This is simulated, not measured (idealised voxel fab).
You're looking at the process module voxel self aligned contacts.
The width of the displayed cross-section, cut, is 235 nm; its cells are square, with a size of 5 nm.
Think of the cross-section as a grid of square cells. We describe it in bands, top to bottom, and each band covers one or more rows of those cells.
Heights first: top, then bottom, in nm. Then materials, left to right, each with a width in nm. "all across" on a single material: fills the band edge to edge. "blank": empty space.
Ref level 0: as-received wafer is one material below here. Bottom band extends down with no lower bound ("0..down").
The notation "30 to 40" denotes a width that varies across the rows of cells in the band, beginning at the first number in the top row, finishing at the second number in the bottom row, and changing by an identical amount from each row to the next.
Where the words "no alteration" appear for a step, the cross-section shows no cell changed by that step; every cell remained as before.
Voids not open to the top, 8 cells minimum: see "Catalogued sealed voids". Written width x height at distance; distance is from the left edge; nm.
Anything after a step's settings on that line? It's the simulator's own note about the step.
For masked steps, "overlay nm" on the step line gives how far right of plan the mask actually lay; a minus sign means it lay to the left.
PLANNED PROCESS STEPS
1. RECEIVE, material Si
2. CONFORMAL_DEP, material SiO2, thk nm 5
3. DIRECTIONAL_DEP, material polySi, thk nm 25
4. DIRECTIONAL_DEP, material SiN, thk nm 20
5. PATTERN, tone cover, mask id GATE, material resist, width nm 25, pitch nm 55, thk nm 15, overlay nm 0
6. DIRECTIONAL_ETCH, etch materials SiN, depth nm 20
7. DIRECTIONAL_ETCH, etch materials polySi, depth nm 25
8. STRIP, etch materials resist
9. CONFORMAL_DEP, material SiN, thk nm 5
10. DIRECTIONAL_ETCH, etch materials SiN, depth nm 5
11. FILL_DEP, material SiO2, thk nm 15
12. CMP, height nm 55
13. PATTERN, tone open, mask id CONTACT, material resist, width nm 40, pitch nm 55, thk nm 20, overlay nm 0
14. DIRECTIONAL_ETCH, etch materials SiO2, depth nm 55
15. STRIP, etch materials resist
16. CONFORMAL_DEP, material TiN, thk nm 5
17. FILL_DEP, material W, thk nm 10
18. CMP, height nm 55
19. CONFORMAL_DEP, material SiN, thk nm 5
FIRST OF TWO WAFERS, PROCESSED ACCORDING TO PLAN
CROSS-SECTION OF THE WAFER AT RECEIPT, WHICH IS THE CONDITION AFTER STEP 1
  0..down | Si all across
  Catalogued sealed voids: none
CROSS-SECTIONAL REPRESENTATION OF THE WAFER AT THE CONCLUSION OF STEP 2
  5..0 | SiO2 all across
  Nothing below the height 0 has changed.
CROSS-SECTIONAL REPRESENTATION OF THE WAFER AT THE CONCLUSION OF STEP 3
  30..5 | polySi all across
  Nothing below the height 5 has changed.
CROSS-SECTIONAL REPRESENTATION OF THE WAFER AT THE CONCLUSION OF STEP 4
  50..30 | SiN all across
  Nothing below the height 30 has changed.
CROSS-SECTIONAL REPRESENTATION OF THE WAFER AT THE CONCLUSION OF STEP 5
  65..50 | blank 50, resist 25, blank 30, resist 25, blank 30, resist 25, blank 50
  Nothing below the height 50 has changed.
CROSS-SECTIONAL REPRESENTATION OF THE WAFER AT THE CONCLUSION OF STEP 6
  65..50 | blank 50, resist 25, blank 30, resist 25, blank 30, resist 25, blank 50
  50..30 | blank 50, SiN 25, blank 30, SiN 25, blank 30, SiN 25, blank 50
  Nothing below the height 30 has changed.
CROSS-SECTIONAL REPRESENTATION OF THE WAFER AT THE CONCLUSION OF STEP 7
  65..50 | blank 50, resist 25, blank 30, resist 25, blank 30, resist 25, blank 50
  50..30 | blank 50, SiN 25, blank 30, SiN 25, blank 30, SiN 25, blank 50
  30..5 | blank 50, polySi 25, blank 30, polySi 25, blank 30, polySi 25, blank 50
  Nothing below the height 5 has changed.
CROSS-SECTIONAL REPRESENTATION OF THE WAFER AT THE CONCLUSION OF STEP 8
  50..30 | blank 50, SiN 25, blank 30, SiN 25, blank 30, SiN 25, blank 50
  Nothing below the height 30 has changed.
CROSS-SECTIONAL REPRESENTATION OF THE WAFER AT THE CONCLUSION OF STEP 9
  55..30 | blank 45, SiN 35, blank 20, SiN 35, blank 20, SiN 35, blank 45
  30..10 | blank 45, SiN 5, polySi 25, SiN 5, blank 20, SiN 5, polySi 25, SiN 5, blank 20, SiN 5, polySi 25, SiN 5, blank 45
  10..5 | SiN 50, polySi 25, SiN 30, polySi 25, SiN 30, polySi 25, SiN 50
  Nothing below the height 5 has changed.
CROSS-SECTIONAL REPRESENTATION OF THE WAFER AT THE CONCLUSION OF STEP 10
  50..30 | blank 45, SiN 35, blank 20, SiN 35, blank 20, SiN 35, blank 45
  30..5 | blank 45, SiN 5, polySi 25, SiN 5, blank 20, SiN 5, polySi 25, SiN 5, blank 20, SiN 5, polySi 25, SiN 5, blank 45
  Nothing below the height 5 has changed.
CROSS-SECTIONAL REPRESENTATION OF THE WAFER AT THE CONCLUSION OF STEP 11
  65..50 | SiO2 all across
  50..30 | SiO2 45, SiN 35, SiO2 20, SiN 35, SiO2 20, SiN 35, SiO2 45
  30..5 | SiO2 45, SiN 5, polySi 25, SiN 5, SiO2 20, SiN 5, polySi 25, SiN 5, SiO2 20, SiN 5, polySi 25, SiN 5, SiO2 45
  Nothing below the height 5 has changed.
CROSS-SECTIONAL REPRESENTATION OF THE WAFER AT THE CONCLUSION OF STEP 12
  55..50 | SiO2 all across
  Nothing below the height 50 has changed.
CROSS-SECTIONAL REPRESENTATION OF THE WAFER AT THE CONCLUSION OF STEP 13
  75..55 | resist 70, blank 40, resist 15, blank 40, resist 70
  Nothing below the height 55 has changed.
CROSS-SECTIONAL REPRESENTATION OF THE WAFER AT THE CONCLUSION OF STEP 14
  75..55 | resist 70, blank 40, resist 15, blank 40, resist 70
  55..50 | SiO2 70, blank 40, SiO2 15, blank 40, SiO2 70
  50..30 | SiO2 45, SiN 35, blank 20, SiN 35, blank 20, SiN 35, SiO2 45
  30..5 | SiO2 45, SiN 5, polySi 25, SiN 5, blank 20, SiN 5, polySi 25, SiN 5, blank 20, SiN 5, polySi 25, SiN 5, SiO2 45
  5..0 | SiO2 80, blank 20, SiO2 35, blank 20, SiO2 80
  Nothing below the height 0 has changed.
CROSS-SECTIONAL REPRESENTATION OF THE WAFER AT THE CONCLUSION OF STEP 15
  55..50 | SiO2 70, blank 40, SiO2 15, blank 40, SiO2 70
  Nothing below the height 50 has changed.
CROSS-SECTIONAL REPRESENTATION OF THE WAFER AT THE CONCLUSION OF STEP 16
  60..55 | TiN 75, blank 30, TiN 25, blank 30, TiN 75
  55..50 | SiO2 70, TiN 15, blank 10, TiN 15, SiO2 15, TiN 15, blank 10, TiN 15, SiO2 70
  50..30 | SiO2 45, SiN 35, TiN 5, blank 10, TiN 5, SiN 35, TiN 5, blank 10, TiN 5, SiN 35, SiO2 45
  30..5 | SiO2 45, SiN 5, polySi 25, SiN 5, TiN 5, blank 10, TiN 5, SiN 5, polySi 25, SiN 5, TiN 5, blank 10, TiN 5, SiN 5, polySi 25, SiN 5, SiO2 45
  5..0 | SiO2 80, TiN 20, SiO2 35, TiN 20, SiO2 80
  Nothing below the height 0 has changed.
CROSS-SECTIONAL REPRESENTATION OF THE WAFER AT THE CONCLUSION OF STEP 17
  70..60 | W all across
  60..55 | TiN 75, W 30, TiN 25, W 30, TiN 75
  55..50 | SiO2 70, TiN 15, W 10, TiN 15, SiO2 15, TiN 15, W 10, TiN 15, SiO2 70
  50..30 | SiO2 45, SiN 35, TiN 5, W 10, TiN 5, SiN 35, TiN 5, W 10, TiN 5, SiN 35, SiO2 45
  30..5 | SiO2 45, SiN 5, polySi 25, SiN 5, TiN 5, W 10, TiN 5, SiN 5, polySi 25, SiN 5, TiN 5, W 10, TiN 5, SiN 5, polySi 25, SiN 5, SiO2 45
  Nothing below the height 5 has changed.
CROSS-SECTIONAL REPRESENTATION OF THE WAFER AT THE CONCLUSION OF STEP 18
  55..50 | SiO2 70, TiN 15, W 10, TiN 15, SiO2 15, TiN 15, W 10, TiN 15, SiO2 70
  Nothing below the height 50 has changed.
CROSS-SECTIONAL REPRESENTATION OF THE WAFER AT THE CONCLUSION OF STEP 19
  60..55 | SiN all across
  Nothing below the height 55 has changed.
NOW THE OTHER WAFER: SAME START, SAME RECIPE, BUT WE MESSED UP ONE THING WHEN RUNNING IT. UP TO AND INCLUDING STEP 4 IT'S THE SAME AS THE FIRST ONE
SECOND WAFER SHOWN IN CROSS-SECTION AT THE TIME STEP 5 WAS SLATED TO END
  65..50 | blank 45, resist 35, blank 20, resist 35, blank 20, resist 35, blank 45
  Nothing below the height 50 has changed.
SECOND WAFER SHOWN IN CROSS-SECTION AT THE TIME STEP 6 WAS SLATED TO END
  65..50 | blank 45, resist 35, blank 20, resist 35, blank 20, resist 35, blank 45
  50..30 | blank 45, SiN 35, blank 20, SiN 35, blank 20, SiN 35, blank 45
  Nothing below the height 30 has changed.
SECOND WAFER SHOWN IN CROSS-SECTION AT THE TIME STEP 7 WAS SLATED TO END
  65..50 | blank 45, resist 35, blank 20, resist 35, blank 20, resist 35, blank 45
  50..30 | blank 45, SiN 35, blank 20, SiN 35, blank 20, SiN 35, blank 45
  30..5 | blank 45, polySi 35, blank 20, polySi 35, blank 20, polySi 35, blank 45
  Nothing below the height 5 has changed.
SECOND WAFER SHOWN IN CROSS-SECTION AT THE TIME STEP 8 WAS SLATED TO END
  50..30 | blank 45, SiN 35, blank 20, SiN 35, blank 20, SiN 35, blank 45
  Nothing below the height 30 has changed.
SECOND WAFER SHOWN IN CROSS-SECTION AT THE TIME STEP 9 WAS SLATED TO END
  55..30 | blank 40, SiN 45, blank 10, SiN 45, blank 10, SiN 45, blank 40
  30..10 | blank 40, SiN 5, polySi 35, SiN 5, blank 10, SiN 5, polySi 35, SiN 5, blank 10, SiN 5, polySi 35, SiN 5, blank 40
  10..5 | SiN 45, polySi 35, SiN 20, polySi 35, SiN 20, polySi 35, SiN 45
  Nothing below the height 5 has changed.
SECOND WAFER SHOWN IN CROSS-SECTION AT THE TIME STEP 10 WAS SLATED TO END
  50..30 | blank 40, SiN 45, blank 10, SiN 45, blank 10, SiN 45, blank 40
  30..5 | blank 40, SiN 5, polySi 35, SiN 5, blank 10, SiN 5, polySi 35, SiN 5, blank 10, SiN 5, polySi 35, SiN 5, blank 40
  Nothing below the height 5 has changed.
SECOND WAFER SHOWN IN CROSS-SECTION AT THE TIME STEP 11 WAS SLATED TO END
  65..50 | SiO2 all across
  50..30 | SiO2 40, SiN 45, SiO2 10, SiN 45, SiO2 10, SiN 45, SiO2 40
  30..5 | SiO2 40, SiN 5, polySi 35, SiN 5, SiO2 10, SiN 5, polySi 35, SiN 5, SiO2 10, SiN 5, polySi 35, SiN 5, SiO2 40
  Nothing below the height 5 has changed.
SECOND WAFER SHOWN IN CROSS-SECTION AT THE TIME STEP 12 WAS SLATED TO END
  55..50 | SiO2 all across
  Nothing below the height 50 has changed.
SECOND WAFER SHOWN IN CROSS-SECTION AT THE TIME STEP 13 WAS SLATED TO END
  75..55 | resist 70, blank 40, resist 15, blank 40, resist 70
  Nothing below the height 55 has changed.
SECOND WAFER SHOWN IN CROSS-SECTION AT THE TIME STEP 14 WAS SLATED TO END
  75..55 | resist 70, blank 40, resist 15, blank 40, resist 70
  55..50 | SiO2 70, blank 40, SiO2 15, blank 40, SiO2 70
  50..30 | SiO2 40, SiN 45, blank 10, SiN 45, blank 10, SiN 45, SiO2 40
  30..5 | SiO2 40, SiN 5, polySi 35, SiN 5, blank 10, SiN 5, polySi 35, SiN 5, blank 10, SiN 5, polySi 35, SiN 5, SiO2 40
  5..0 | SiO2 85, blank 10, SiO2 45, blank 10, SiO2 85
  Nothing below the height 0 has changed.
SECOND WAFER SHOWN IN CROSS-SECTION AT THE TIME STEP 15 WAS SLATED TO END
  55..50 | SiO2 70, blank 40, SiO2 15, blank 40, SiO2 70
  Nothing below the height 50 has changed.
SECOND WAFER SHOWN IN CROSS-SECTION AT THE TIME STEP 16 WAS SLATED TO END
  60..55 | TiN 75, blank 30, TiN 25, blank 30, TiN 75
  55..50 | SiO2 70, TiN 40, SiO2 15, TiN 40, SiO2 70
  50..30 | SiO2 40, SiN 45, TiN 10, SiN 45, TiN 10, SiN 45, SiO2 40
  30..5 | SiO2 40, SiN 5, polySi 35, SiN 5, TiN 10, SiN 5, polySi 35, SiN 5, TiN 10, SiN 5, polySi 35, SiN 5, SiO2 40
  5..0 | SiO2 85, TiN 10, SiO2 45, TiN 10, SiO2 85
  Nothing below the height 0 has changed.
SECOND WAFER SHOWN IN CROSS-SECTION AT THE TIME STEP 17 WAS SLATED TO END
  70..60 | W all across
  60..55 | TiN 75, W 30, TiN 25, W 30, TiN 75
  Nothing below the height 55 has changed.
SECOND WAFER SHOWN IN CROSS-SECTION AT THE TIME STEP 18 WAS SLATED TO END
  55..50 | SiO2 70, TiN 40, SiO2 15, TiN 40, SiO2 70
  Nothing below the height 50 has changed.
SECOND WAFER SHOWN IN CROSS-SECTION AT THE TIME STEP 19 WAS SLATED TO END
  60..55 | SiN all across
  Nothing below the height 55 has changed.
Nonconformance to the process plan: note that step 5 departed from the planned setting and was carried out as PATTERN, tone cover, mask id GATE, material resist, width nm 35, pitch nm 55, thk nm 15, overlay nm 0
End check, counted in cells, second wafer has more or fewer of these materials than the first: SiN +24; SiO2 -14; W -40; polySi +30
